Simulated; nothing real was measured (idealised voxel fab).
Process module in this document: voxel spacer lines
For reference, the cross-section in this document is cut, with width 145 nm and square cells of 5 nm.
For the purposes of this document, a cross-section shall be understood as a grid of square cells, specified as bands listed in top-to-bottom order, each band consisting of one or more rows of cells.
The entry gives the band's vertical extent as a top height and a bottom height in nm, then its horizontal make-up as materials from left to right, each with a width in nm. "air" stands for empty space; a single material marked "full width" fills the band edge to edge.
Convention: height 0 is the level below which the wafer, as received, is all one material. The lowest band does not terminate at the bottom but continues downward, represented as "from 0 down".
The expression "30..40" gives the width at the extremes of the band, the first number at its top row of cells and the second at its bottom row, with the width changing by equal amounts from each row to the next in between.
What does "everything unchanged" mean for a step? It means no cell of the cross-section changed in that step.
"Enclosed void catalog" - sealed voids, min. 8 cells, no opening to top; format: width x height at distance (distance from left edge; nm throughout).
The remark found on a step's line after its settings is issued by the simulator itself and pertains to that step.
You can add "overlay nm" to a step's line. For a step with a mask, it describes how far the mask lay to the right of its planned position, and a negative number describes a lay to the left.

plan
step 1: RECEIVE: material Si
step 2: CONFORMAL_DEP: material Al2O3, thk nm 5
step 3: DIRECTIONAL_DEP: material W, thk nm 15
step 4: DIRECTIONAL_DEP: material polySi, thk nm 20
step 5: PATTERN: tone cover, mask id MANDREL, material resist, width nm 15, pitch nm 50, thk nm 30, overlay nm 0
step 6: DIRECTIONAL_ETCH: etch materials polySi, depth nm 20
step 7: STRIP: etch materials resist
step 8: CONFORMAL_DEP: material SiN, thk nm 10
step 9: DIRECTIONAL_ETCH: etch materials SiN, depth nm 10
step 10: STRIP: etch materials polySi
step 11: DIRECTIONAL_ETCH: etch materials W, depth nm 15
step 12: STRIP: etch materials SiN
step 13: FILL_DEP: material SiO2, thk nm 5
step 14: CMP: height nm 20

Received-state cross-section, reflecting completion of step 1
> from 0 down | Si full width
> Enclosed void catalog: none

Post-module cross-section: identical start and plan to those above, one misstep in execution
> from 10 to 5 | SiO2 30; W 10; SiO2 15; W 10; SiO2 15; W 10; SiO2 15; W 10; SiO2 30
> from 5 to 0 | Al2O3 full width
> from 0 down | Si full width
> Enclosed void catalog: none
what went wrong: not per plan at step 14, really ran CMP: height nm 10
